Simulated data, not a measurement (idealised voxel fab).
Presented below is a process module, voxel self aligned contacts.
Cross-section cut: width 250 nm, square cells of 5 nm.
Cross-section = grid of square cells, listed top down in bands; band = one or more rows. Read a band's entry like this: the first values are the height of its top and the height of its bottom in nm, and what follows is the sequence of materials from left to right, each with its width in nm. Note that "empty" is empty space, and that a single material marked "edge to edge" reaches across the band from edge to edge. Height 0 is the level under which the wafer as received is all one material. The lowest band goes on downwards, as in "0..down". It should be noted that a width expressed as "30 to 40" varies in equal increments from row to row of cells within the band, taking the value of the first number at the top row and that of the second number at the bottom row. The cross-section has no changed cell in any step marked "changes: none". Closed empty spaces (no open way to the top) of 8 cells or more are what "Fully sealed voids" lists, each as width x height at distance from the left edge, nm for all three. after a step's settings: what the simulator itself notes on the step. Among the settings permitted on a step's line is "overlay nm"; applied to a step with a mask, it specifies the extent to which the mask lay to the right of its planned position, whereas a negative figure signifies a position to the left.

Listed below are the process steps as planned:
1: op RECEIVE | material Si
2: op OXIDIZE | depth nm 5
3: op DIRECTIONAL_DEP | material polySi | thk nm 20
4: op DIRECTIONAL_DEP | material SiN | thk nm 20
5: op MASKED_ETCH | tone cover | mask id GATE | width nm 35 | pitch nm 60 | etch materials SiN | depth nm 20 | overlay nm 0
6: op MASKED_ETCH | tone cover | mask id GATE | width nm 35 | pitch nm 60 | etch materials polySi | depth nm 20 | overlay nm 0
7: op CONFORMAL_DEP | material SiN | thk nm 5
8: op DIRECTIONAL_ETCH | etch materials SiN | depth nm 5
9: op FILL_DEP | material SiO2 | thk nm 20
10: op CMP | height nm 50
11: op PATTERN | tone open | mask id CONTACT | material resist | width nm 45 | thk nm 15 | overlay nm -15
12: op DIRECTIONAL_ETCH | etch materials SiO2 | depth nm 55
13: op STRIP | etch materials resist
14: op CONFORMAL_DEP | material TiN | thk nm 5
15: op FILL_DEP | material Ru | thk nm 5
16: op CMP | height nm 50
17: op CONFORMAL_DEP | material SiN | thk nm 5
Among the wafers covered here, the point of difference is the overlay nm at step 11; their starting state is shared, and the plan presents the value of the first wafer.

After step 1, as received: first of several wafers, cross-section:
0..down  Si edge to edge
Fully sealed voids: none

Module finished, last step 17 done: cross-section of the first of several wafers:
55..50  SiN edge to edge
50..40  85 of SiO2 / 5 to 35 of TiN / 35 to 5 of Ru / 5 of TiN / 120 of SiO2
40..20  70 of SiO2 / 45 of SiN / 5 of TiN / 5 of Ru / 5 of TiN / 45 of SiN / 75 of SiO2
20..0  70 of SiO2 / 5 of SiN / 35 of polySi / 5 of SiN / 5 of TiN / 5 of Ru / 5 of TiN / 5 of SiN / 35 of polySi / 5 of SiN / 75 of SiO2
0..-5  115 of SiO2 / 15 of TiN / 120 of SiO2
-5..down  Si edge to edge
Fully sealed voids: none

Last wafer x-sec, end of module:
55..50  SiN edge to edge
50..40  115 of SiO2 / 5 of TiN / 35 to 5 of Ru / 5 to 35 of TiN / 90 of SiO2
40..20  70 of SiO2 / 45 of SiN / 5 of TiN / 5 of Ru / 5 of TiN / 45 of SiN / 75 of SiO2
20..0  70 of SiO2 / 5 of SiN / 35 of polySi / 5 of SiN / 5 of TiN / 5 of Ru / 5 of TiN / 5 of SiN / 35 of polySi / 5 of SiN / 75 of SiO2
0..-5  115 of SiO2 / 15 of TiN / 120 of SiO2
-5..down  Si edge to edge
Fully sealed voids: none

Heads up, this table goes wafer by wafer. A row tells you, at the end of the module, how many cells of each material that wafer has put on (+) or dropped (-) since it was received, and then its closed voids:
overlay nm -15 | +16 Ru | -50 Si | +138 SiN | +361 SiO2 | +29 TiN | +56 polySi | Fully sealed voids: none
overlay nm -10 | +16 Ru | -50 Si | +138 SiN | +361 SiO2 | +29 TiN | +56 polySi | Fully sealed voids: none
overlay nm -5 | +16 Ru | -50 Si | +138 SiN | +361 SiO2 | +29 TiN | +56 polySi | Fully sealed voids: none
overlay nm 0 | +16 Ru | -50 Si | +138 SiN | +361 SiO2 | +29 TiN | +56 polySi | Fully sealed voids: none
overlay nm 5 | +16 Ru | -50 Si | +138 SiN | +361 SiO2 | +29 TiN | +56 polySi | Fully sealed voids: none
overlay nm 10 | +16 Ru | -50 Si | +138 SiN | +361 SiO2 | +29 TiN | +56 polySi | Fully sealed voids: none
overlay nm 15 | +16 Ru | -50 Si | +138 SiN | +361 SiO2 | +29 TiN | +56 polySi | Fully sealed voids: none
